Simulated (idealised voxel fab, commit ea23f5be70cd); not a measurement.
process module | voxel self aligned vias
cross-section cut | 170 nm wide | cells 5 nm
A cross-section is a grid of square cells, given in bands from the top down. A band is one or more rows of cells.
Each band's line starts with the height of the band's top and of its bottom, in nm. Then come its materials from left to right, each with its width in nm. One material with "throughout" fills the band from edge to edge. "air" is empty space.
Height 0 is the level under which the wafer as received is all one material. The lowest band goes on downwards, as in "0 down".
A width such as "30 to 40" changes by the same amount from each row of cells to the next, from the band's top row to its bottom row.
"no change" after a step means that no cell of the cross-section changed.
closed voids: empty space of 8 cells or more with no open way to the top, each as width x height at its distance from the left edge, in nm
after a step's settings: what the simulator itself notes on the step
overlay nm, on a step with a mask: how far to the right of its planned place the mask lay; to the left if negative
plan
1 op RECEIVE | material Si
2 op CONFORMAL_DEP | material SiO2 | thk nm 15
3 op CONFORMAL_DEP | material SiCN | thk nm 5
4 op DIRECTIONAL_DEP | material lowk | thk nm 30
5 op DIRECTIONAL_DEP | material aC | thk nm 15
6 op PATTERN | tone open | mask id LINES | material resist | width nm 30 | pitch nm 60 | thk nm 30 | overlay nm 0
7 op DIRECTIONAL_ETCH | etch materials aC | depth nm 15
8 op STRIP | etch materials resist
9 op DIRECTIONAL_ETCH | etch materials lowk | depth nm 30
10 op STRIP | etch materials aC
11 op CONFORMAL_DEP | material TiN | thk nm 5
12 op FILL_DEP | material Ru | thk nm 5
13 op CMP | height nm 50
14 op SELECTIVE_ETCH | etch materials W Ru TiN | depth nm 5
15 op FILL_DEP | material SiN | thk nm 5
16 op CMP | height nm 50
17 op DIRECTIONAL_DEP | material lowk | thk nm 20
18 op DIRECTIONAL_DEP | material aC | thk nm 10
19 op PATTERN | tone open | mask id VIAS | material resist | width nm 40 | thk nm 25 | overlay nm 0
20 op DIRECTIONAL_ETCH | etch materials aC | depth nm 10
21 op STRIP | etch materials resist
22 op DIRECTIONAL_ETCH | etch materials lowk | depth nm 20
23 op DIRECTIONAL_ETCH | etch materials SiN | depth nm 5
24 op STRIP | etch materials aC
25 op CONFORMAL_DEP | material TiN | thk nm 5
26 op FILL_DEP | material W | thk nm 10
27 op CMP | height nm 70
28 op CONFORMAL_DEP | material SiN | thk nm 5
as received, after step 1
  0 down: Si throughout
  closed voids: none
first wafer at the end, as planned
  75 to 70: SiN throughout
  70 to 55: lowk 35 | TiN 5 | W 30 | TiN 5 | lowk 95
  55 to 50: lowk 35 | TiN 10 | W 20 | TiN 10 | lowk 95
  50 to 45: lowk 40 | TiN 30 | lowk 30 | SiN 30 | lowk 40
  45 to 25: lowk 40 | TiN 5 | Ru 20 | TiN 5 | lowk 30 | TiN 5 | Ru 20 | TiN 5 | lowk 40
  25 to 20: lowk 40 | TiN 30 | lowk 30 | TiN 30 | lowk 40
  20 to 15: SiCN throughout
  15 to 0: SiO2 throughout
  0 down: Si throughout
  closed voids: none
second wafer at the end: like start, like plan, one mistake
  75 to 70: SiN throughout
  70 to 65: W throughout
  65 to 60: TiN 40 | W 30 | TiN 100
  60 to 50: lowk 35 | TiN 5 | W 30 | TiN 5 | lowk 95
  50 to 45: lowk 35 | TiN 40 | lowk 25 | SiN 30 | lowk 40
  45 to 40: lowk 35 | TiN 10 | Ru 20 | TiN 10 | lowk 25 | TiN 5 | Ru 20 | TiN 5 | lowk 40
  40 to 25: lowk 40 | TiN 5 | Ru 20 | TiN 5 | lowk 30 | TiN 5 | Ru 20 | TiN 5 | lowk 40
  25 to 20: lowk 40 | TiN 30 | lowk 30 | TiN 30 | lowk 40
  20 to 15: SiCN throughout
  15 to 0: SiO2 throughout
  0 down: Si throughout
  closed voids: none
what went wrong: step 17 ran as: op DIRECTIONAL_DEP | material lowk | thk nm 10
at the end the second wafer has, in cells: 26 more of TiN | 30 more of W | 56 fewer of lowk
